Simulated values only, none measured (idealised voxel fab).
The name of this process module is voxel spacer lines.
This is section cut - it's 260 nm across, gridded in 5 nm square cells.
When this document writes out a cross-section, it uses a grid of square cells and lists it as bands, beginning at the top and moving down, with a band standing for one or more rows of cells.
Top height, bottom height, nm. Materials left to right, width each, nm. Single material + "throughout" = fills band edge to edge. "air" = empty.
Heights are reckoned from 0. Under this level, the received wafer is all of one material. The bottommost band is open-ended downward, for example "0 and below".
Width "30..40": first value at the band's top row of cells, second value at its bottom row, equal change from row to row.
What does "changes: none" mean for a step? It means no cell of the cross-section changed in that step.
So "Trapped voids" is basically the list of trapped voids: any empty space of 8 cells or more that can't reach the top through an opening. They're written width x height at distance, the distance being from the left edge, and it's all nm.
If you see something after the settings on a step's line, that's the simulator's own remark about that step.
"overlay nm" denotes, for a step that has a mask, the displacement of the mask to the right of its planned place, with negative values corresponding to the left.
Process steps - plan:
1) RECEIVE | material Si
2) CONFORMAL_DEP | material SiO2 | thk nm 5
3) DIRECTIONAL_DEP | material TiN | thk nm 15
4) DIRECTIONAL_DEP | material aC | thk nm 25
5) PATTERN | tone cover | mask id MANDREL | material resist | width nm 25 | pitch nm 80 | thk nm 35 | overlay nm 0
6) DIRECTIONAL_ETCH | etch materials aC | depth nm 25
7) STRIP | etch materials resist
8) CONFORMAL_DEP | material SiN | thk nm 15
9) DIRECTIONAL_ETCH | etch materials SiN | depth nm 15
10) STRIP | etch materials aC
11) DIRECTIONAL_ETCH | etch materials TiN | depth nm 15
12) STRIP | etch materials SiN
Cross-section of the wafer at receipt, which is the condition after step 1:
  0 and below  Si throughout
  Trapped voids: none
Same starting wafer, same plan as above, one mistake in the execution; this is the cross-section at the end of the module:
  20 down to 5  air=10, then TiN=15, then air=25, then TiN=15, then air=25, then TiN=15, then air=25, then TiN=15, then air=25, then TiN=15, then air=25, then TiN=15, then air=35
  5 down to 0  SiO2 throughout
  0 and below  Si throughout
  Trapped voids: none
Nonconformance to the process plan: step 5 was run on a setting that differed from the plan, and what really ran there is PATTERN | tone cover | mask id MANDREL | material resist | width nm 25 | pitch nm 80 | thk nm 35 | overlay nm -10
